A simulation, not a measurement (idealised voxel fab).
Documented hereafter: the process module known as voxel trench capacitor.
Cross-section cut spans 255 nm and uses square cells 5 nm in size.
Cross-section, as written here: a square-cell grid given band by band from the top down, where a band holds one or more rows of cells.
Band: top height; bottom height; in nm. Then, left to right: material with width in nm, for each material. "throughout": a single material spanning edge to edge. "blank": empty space.
Basically, 0 is our baseline, since under it the wafer straight out of the box is all one material. The bottom band has no lower end and keeps on going down, so it looks like "z 0 and below".
When a width is written as two numbers, as in "30..40", the first number is the width in the top row of cells of the band and the second is the width in its bottom row, and the width changes by the same amount from each row to the next.
Where a step carries "everything unchanged", the cross-section came out of it unchanged, cell for cell.
The list in "Closed voids list" covers empty spaces of 8 cells or more that cannot reach the top through any open way, and it gives each as width x height at distance; the distance is from the left edge, and width, height and distance are in nm.
Where a step's line continues beyond its settings, the continuation is a remark by the simulator itself on that step.
If you see "overlay nm" on a step's line and that step has a mask, it's telling you how far right of where it was planned the mask ended up; a negative number means it went left instead.

# Set out below are the planned steps of the process
1. RECEIVE [material Si]
2. CONFORMAL_DEP [material SiN] [thk nm 10]
3. DIRECTIONAL_DEP [material aC] [thk nm 15]
4. PATTERN [tone open] [mask id TRENCH] [material resist] [width nm 20] [pitch nm 45] [thk nm 30] [overlay nm -15]
5. DIRECTIONAL_ETCH [etch materials aC] [depth nm 15]
6. STRIP [etch materials resist]
7. DIRECTIONAL_ETCH [etch materials SiN] [depth nm 10]
8. DIRECTIONAL_ETCH [etch materials Si] [depth nm 30]
9. STRIP [etch materials aC]
10. CONFORMAL_DEP [material SiO2] [thk nm 5]
11. FILL_DEP [material polySi] [thk nm 10]
12. CMP [height nm 10]
For clarity, it should be stated that the wafers under discussion commence in an identical condition and differ with respect to the overlay nm of step 4, the plan indicating the value that the first wafer had.

# Received condition of the first of several wafers, sectioned: post-step 1
- z 0 and below: Si throughout
- Closed voids list: none

# Take a look at the first of several wafers in cross-section: the module is done, and step 12 was its last step
- z 10 to 0: SiN (35), then SiO2 (5), then polySi (10), then SiO2 (5), then SiN (25), then SiO2 (5), then polySi (10), then SiO2 (5), then SiN (25), then SiO2 (5), then polySi (10), then SiO2 (5), then SiN (25), then SiO2 (5), then polySi (10), then SiO2 (5), then SiN (65)
- z 0 to -25: Si (35), then SiO2 (5), then polySi (10), then SiO2 (5), then Si (25), then SiO2 (5), then polySi (10), then SiO2 (5), then Si (25), then SiO2 (5), then polySi (10), then SiO2 (5), then Si (25), then SiO2 (5), then polySi (10), then SiO2 (5), then Si (65)
- z -25 to -30: Si (35), then SiO2 (20), then Si (25), then SiO2 (20), then Si (25), then SiO2 (20), then Si (25), then SiO2 (20), then Si (65)
- z -30 and below: Si throughout
- Closed voids list: none

# Cross-section of the last wafer at end of module
- z 10 to 0: SiN (65), then SiO2 (5), then polySi (10), then SiO2 (5), then SiN (25), then SiO2 (5), then polySi (10), then SiO2 (5), then SiN (25), then SiO2 (5), then polySi (10), then SiO2 (5), then SiN (25), then SiO2 (5), then polySi (10), then SiO2 (5), then SiN (35)
- z 0 to -25: Si (65), then SiO2 (5), then polySi (10), then SiO2 (5), then Si (25), then SiO2 (5), then polySi (10), then SiO2 (5), then Si (25), then SiO2 (5), then polySi (10), then SiO2 (5), then Si (25), then SiO2 (5), then polySi (10), then SiO2 (5), then Si (35)
- z -25 to -30: Si (65), then SiO2 (20), then Si (25), then SiO2 (20), then Si (25), then SiO2 (20), then Si (25), then SiO2 (20), then Si (35)
- z -30 and below: Si throughout
- Closed voids list: none

# Table: wafers, a row each; end-of-module cell change per material since receipt, gain (+), loss (-); then closed voids
overlay nm -15 | -96 Si | +70 SiN | +72 SiO2 | +56 polySi | Closed voids list: none
overlay nm -10 | -96 Si | +70 SiN | +72 SiO2 | +56 polySi | Closed voids list: none
overlay nm -5 | -96 Si | +70 SiN | +72 SiO2 | +56 polySi | Closed voids list: none
overlay nm 0 | -96 Si | +70 SiN | +72 SiO2 | +56 polySi | Closed voids list: none
overlay nm 5 | -96 Si | +70 SiN | +72 SiO2 | +56 polySi | Closed voids list: none
overlay nm 10 | -96 Si | +70 SiN | +72 SiO2 | +56 polySi | Closed voids list: none
overlay nm 15 | -96 Si | +70 SiN | +72 SiO2 | +56 polySi | Closed voids list: none
